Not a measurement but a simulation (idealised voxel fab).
You're looking at the process module voxel self aligned contacts.
Each square cell in cross-section cut measures 5 nm, and the section as a whole is 230 nm wide.
Just so we're on the same page, the cross-sections are grids of square cells, and they're listed out in bands top to bottom, each band one or more rows deep.
The band entry comprises the height of the band's top followed by the height of its bottom, expressed in nm, and subsequently the band's materials from left to right, each stated together with its width in nm. Where a single material is marked with the word "everywhere", that material fills the band from edge to edge. The word "air" represents empty space.
Heads up on the height convention: 0 is the point under which the incoming wafer is all one material, and the lowest band has no bottom, it just keeps going down, like "z 0 and below".
So if you see something like "30..40" for the width, read it as the top row of the band sitting at the first number and the bottom row at the second, with every row in between moving by the same amount as the last.
"nothing altered" (step): cross-section cells unchanged, all of them.
Each empty space that has no open way to the top and spans at least 8 cells appears under "Trapped void list" as width x height at distance, the distance counted from the left edge, all in nm.
Text after the settings on a step's line: the simulator's own remark on that step.
"overlay nm", when on a step's line for a step with a mask, measures how far to the right of its planned place the mask lay; a negative measure means to the left.
[Planned process steps]
| 1 | RECEIVE,material Si |
| 2 | CONFORMAL_DEP,material SiO2,thk nm 5 |
| 3 | DIRECTIONAL_DEP,material polySi,thk nm 30 |
| 4 | DIRECTIONAL_DEP,material SiN,thk nm 20 |
| 5 | PATTERN,tone cover,mask id GATE,material resist,width nm 35,pitch nm 60,thk nm 15,overlay nm 0 |
| 6 | DIRECTIONAL_ETCH,etch materials SiN,depth nm 20 |
| 7 | DIRECTIONAL_ETCH,etch materials polySi,depth nm 30 |
| 8 | STRIP,etch materials resist |
| 9 | CONFORMAL_DEP,material SiN,thk nm 5 |
| 10 | DIRECTIONAL_ETCH,etch materials SiN,depth nm 5 |
| 11 | FILL_DEP,material SiO2,thk nm 20 |
| 12 | CMP,height nm 65 |
| 13 | PATTERN,tone open,mask id CONTACT,material resist,width nm 35,thk nm 15,overlay nm 0 |
| 14 | DIRECTIONAL_ETCH,etch materials SiO2,depth nm 65 |
| 15 | STRIP,etch materials resist |
| 16 | CONFORMAL_DEP,material TiN,thk nm 5 |
| 17 | FILL_DEP,material Ru,thk nm 10 |
| 18 | CMP,height nm 65 |
| 19 | CONFORMAL_DEP,material SiCN,thk nm 5 |
[Wafer at receipt (post step 1), cross-section]
	z 0 and below | Si everywhere
	Trapped void list: none
[a wafer at the end: this start, this plan, one mistake]
	z 70 to 65 | SiCN everywhere
	z 65 to 55 | 95 SiO2 | 5..15 TiN | 25..5 Ru | 5..15 TiN | 100 SiO2
	z 55 to 40 | 60 SiO2 | 45 SiN | 5 TiN | 5 Ru | 5 TiN | 45 SiN | 65 SiO2
	z 40 to 35 | 60 SiO2 | 45 SiN | 15 TiN | 45 SiN | 65 SiO2
	z 35 to 5 | SiN everywhere
	z 5 to 0 | SiO2 everywhere
	z 0 and below | Si everywhere
	Trapped void list: none
Processing error: in deviation from the planned setting, step 3 was conducted as DIRECTIONAL_DEP,material SiN,thk nm 30
